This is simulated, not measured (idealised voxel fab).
A process module follows: voxel double patterning.
Shown is cross-section cut, with a width of 140 nm and square cells of size 5 nm.
Heads up, the way a cross-section reads in here is a grid of square cells, handed over as bands from the top down, with every band being one or more rows of cells.
What a band's entry tells you: where the top is and where the bottom is, as heights in nm, and after that what lies inside, material by material from left to right, each with its width in nm. Empty space is written as the word "blank", and a single material marked with the word "all across" occupies the band from edge to edge.
Counting heights begins at 0, where everything beneath is, in the wafer as received, one material. The lowest band has no bottom; it goes on downwards, as "from 0 down" shows.
The two numbers in a width such as "30 to 40" mark its ends across the band: the first belongs to the top row of cells, the second to the bottom row, and from each row to the next the width moves by the same amount.
What does "no change" mean for a step? It means no cell of the cross-section changed in that step.
Enclosed voids (no open way to top), threshold 8 cells or more, entry "Closed void catalog", notation width x height at distance, distance from left edge, nm.
Heads up: the bit after the settings on a step's line is the simulator's remark on that step.
You can add "overlay nm" to a step's line. For a step with a mask, it describes how far the mask lay to the right of its planned position, and a negative number describes a lay to the left.
Set out below are the planned steps of the process
1. RECEIVE [material Si]
2. CONFORMAL_DEP [material SiO2] [thk nm 5]
3. DIRECTIONAL_DEP [material W] [thk nm 15]
4. DIRECTIONAL_DEP [material SiN] [thk nm 5]
5. MASKED_ETCH [tone open] [mask id FIRST] [width nm 15] [pitch nm 50] [etch materials SiN] [depth nm 5] [overlay nm 0]
6. MASKED_ETCH [tone open] [mask id SECOND] [width nm 15] [etch materials SiN] [depth nm 5] [overlay nm 0]
7. DIRECTIONAL_ETCH [etch materials W] [depth nm 15]
8. STRIP [etch materials SiN]
The first wafer of two, processed as planned
Received-state cross-section, reflecting completion of step 1
- from 0 down  Si all across
- Closed void catalog: none
After step 2
- from 5 to 0  SiO2 all across
- Rest of section, below 0: as before.
After step 3
- from 20 to 5  W all across
- Rest of section, below 5: as before.
After step 4
- from 25 to 20  SiN all across
- Rest of section, below 20: as before.
After step 5
- from 25 to 20  35 of SiN | 15 of blank | 35 of SiN | 15 of blank | 40 of SiN
- Rest of section, below 20: as before.
After step 6
- from 25 to 20  35 of SiN | 15 of blank | 10 of SiN | 15 of blank | 10 of SiN | 15 of blank | 40 of SiN
- Rest of section, below 20: as before.
After step 7
- from 25 to 20  35 of SiN | 15 of blank | 10 of SiN | 15 of blank | 10 of SiN | 15 of blank | 40 of SiN
- from 20 to 5  35 of W | 15 of blank | 10 of W | 15 of blank | 10 of W | 15 of blank | 40 of W
- Rest of section, below 5: as before.
After step 8
- from 20 to 5  35 of W | 15 of blank | 10 of W | 15 of blank | 10 of W | 15 of blank | 40 of W
- Rest of section, below 5: as before.
Second wafer: same start and same plan as the first, one execution error; identical to the first through step 3
Second wafer: cross-section at the scheduled end of step 4
- from 25 to 20  SiO2 all across
- Rest of section, below 20: as before.
Second wafer: cross-section at the scheduled end of step 5: no change
Second wafer: cross-section at the scheduled end of step 6: no change
Second wafer: cross-section at the scheduled end of step 7: no change
Second wafer: cross-section at the scheduled end of step 8: no change
It is concluded that the wafer was processed incorrectly with respect to the plan, in that so step 4 ended up running with a different setting than we planned, it ran as DIRECTIONAL_DEP [material SiO2] [thk nm 5]
Counted in cells at the end, the second wafer holds more or fewer of these materials than the first: SiO2: 28 more | W: 27 more
